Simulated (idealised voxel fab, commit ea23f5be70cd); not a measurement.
The name of this process module is voxel self aligned contacts.
In the cross-section labelled cut, the width is 280 nm and each square cell is 5 nm.
Bands, listed from the top down, are how a cross-section gets written in this document; the cross-section itself is a grid of square cells, and a band is one or more rows of them.
A band entry consists of two parts. The first gives the height of the band's top and the height of its bottom, in nm. The rest lists the band's materials from left to right, each with its width in nm. A single material labelled with the word "full width" fills the band from edge to edge, and the word "blank" marks empty space.
Heights are measured from 0, the level below which the as-received wafer is all one material; the lowest band has no bottom and continues downward, written as in "0..down".
A two-number width, for instance "30->40", indicates that the width is equal to the first number in the top row of the band and to the second number in the bottom row, and that it changes by a constant amount per row of cells.
"remained unchanged" after a step means that no cell of the cross-section changed.
Closed void entries: empty space of 8 cells or more with no open way to the top, each as width x height at its distance from the left edge, in nm
Post-settings text on a step line: simulator's own remark regarding the step.
The "overlay nm" setting may appear on a step's line; for a step that uses a mask, it gives how far to the right of its planned position the mask lay, and a negative value indicates the left.

-- Listed below are the process steps as planned
1 RECEIVE | material Si
2 CONFORMAL_DEP | material SiO2 | thk nm 5
3 DIRECTIONAL_DEP | material polySi | thk nm 20
4 DIRECTIONAL_DEP | material SiN | thk nm 15
5 PATTERN | tone cover | mask id GATE | material resist | width nm 25 | pitch nm 50 | thk nm 20 | overlay nm 0
6 DIRECTIONAL_ETCH | etch materials SiN | depth nm 15
7 DIRECTIONAL_ETCH | etch materials polySi | depth nm 20
8 STRIP | etch materials resist
9 CONFORMAL_DEP | material SiN | thk nm 5
10 DIRECTIONAL_ETCH | etch materials SiN | depth nm 5
11 FILL_DEP | material SiO2 | thk nm 15
12 CMP | height nm 45
13 MASKED_ETCH | tone open | mask id CONTACT | width nm 35 | etch materials SiO2 | depth nm 45 | overlay nm 0
14 CONFORMAL_DEP | material TiN | thk nm 5
15 FILL_DEP | material W | thk nm 10
16 CMP | height nm 45
17 CONFORMAL_DEP | material SiCN | thk nm 5

-- Cross-section, incoming material, after step 1
  0..down = Si full width
  Closed void entries: none

-- a wafer at the end: this start, this plan, one mistake
  50..45 = SiCN full width
  45..40 = SiO2 120, TiN 5, W 5, TiN 25, SiO2 125
  40..25 = SiO2 85, SiN 35, TiN 5, W 5, TiN 5, SiN 35, SiO2 110
  25..5 = SiO2 85, SiN 5, polySi 25, SiN 5, TiN 5, W 5, TiN 5, SiN 5, polySi 25, SiN 5, SiO2 110
  5..0 = SiO2 120, TiN 15, SiO2 145
  0..down = Si full width
  Closed void entries: none
Where did the run depart from the plan? step 5 did not use the planned setting and instead ran as PATTERN | tone cover | mask id GATE | material resist | width nm 25 | pitch nm 50 | thk nm 20 | overlay nm -10
